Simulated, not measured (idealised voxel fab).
process module | voxel fin reveal
Cross-section cut spans 245 nm and uses square cells 5 nm in size.
A cross-section is a grid of square cells, given in bands from the top down. A band is one or more rows of cells. Within each band entry, the heights of the top and of the bottom of the band appear first, in that order and in nm; the materials of the band then follow from left to right, each with its corresponding width in nm. The designation "full width" on a single material indicates that it fills the band from edge to edge; the designation "air" indicates empty space. Height reference: 0 = level under which incoming wafer is all one material. Lowest band: no bottom, runs on downward, e.g. "z 0 and below". Note: "30 to 40" means the width goes from the first number (top row of the band) to the second number (bottom row) in equal steps per row of cells. When a step is marked "identical to before", none of the cells in the cross-section changed during that step. Look at "Completely enclosed voids" for the closed voids: empty spaces with no open path to the top, sized 8 cells or up. Each is width x height at distance, distance from the left edge, all nm. What comes after the settings on a step's line is commentary from the simulator itself on that step. "overlay nm" answers the question of how far to the right of plan the mask lay on a step that has a mask, and when it is negative the answer is to the left.

The following list gives the planned process steps:
1. RECEIVE [material Si]
2. CONFORMAL_DEP [material SiN] [thk nm 5]
3. PATTERN [tone cover] [mask id FINS] [material resist] [width nm 15] [pitch nm 35] [thk nm 20] [overlay nm 0]
4. DIRECTIONAL_ETCH [etch materials SiN] [depth nm 5]
5. DIRECTIONAL_ETCH [etch materials Si] [depth nm 40]
6. STRIP [etch materials resist]
7. OXIDIZE [depth nm 5]
8. FILL_DEP [material SiO2] [thk nm 15]
9. CMP [height nm 5]
10. SELECTIVE_ETCH [etch materials SiO2] [depth nm 20]
11. STRIP [etch materials SiN]

Wafer cross-section on receipt, i.e. after step 1:
	z 0 and below = Si full width
	Completely enclosed voids: none

The plan above was carried out on the starting structure above with one mistake, and this cross-section shows the wafer at the end of the module:
	z 0 to -15 = 80 of air, then 5 of Si, then 30 of air, then 5 of Si, then 30 of air, then 5 of Si, then 90 of air
	z -15 to -45 = 80 of SiO2, then 5 of Si, then 30 of SiO2, then 5 of Si, then 30 of SiO2, then 5 of Si, then 90 of SiO2
	z -45 and below = Si full width
	Completely enclosed voids: none
Here's what went sideways: contrary to plan, step 3 was performed as PATTERN [tone cover] [mask id FINS] [material resist] [width nm 15] [pitch nm 35] [thk nm 20] [overlay nm -5]
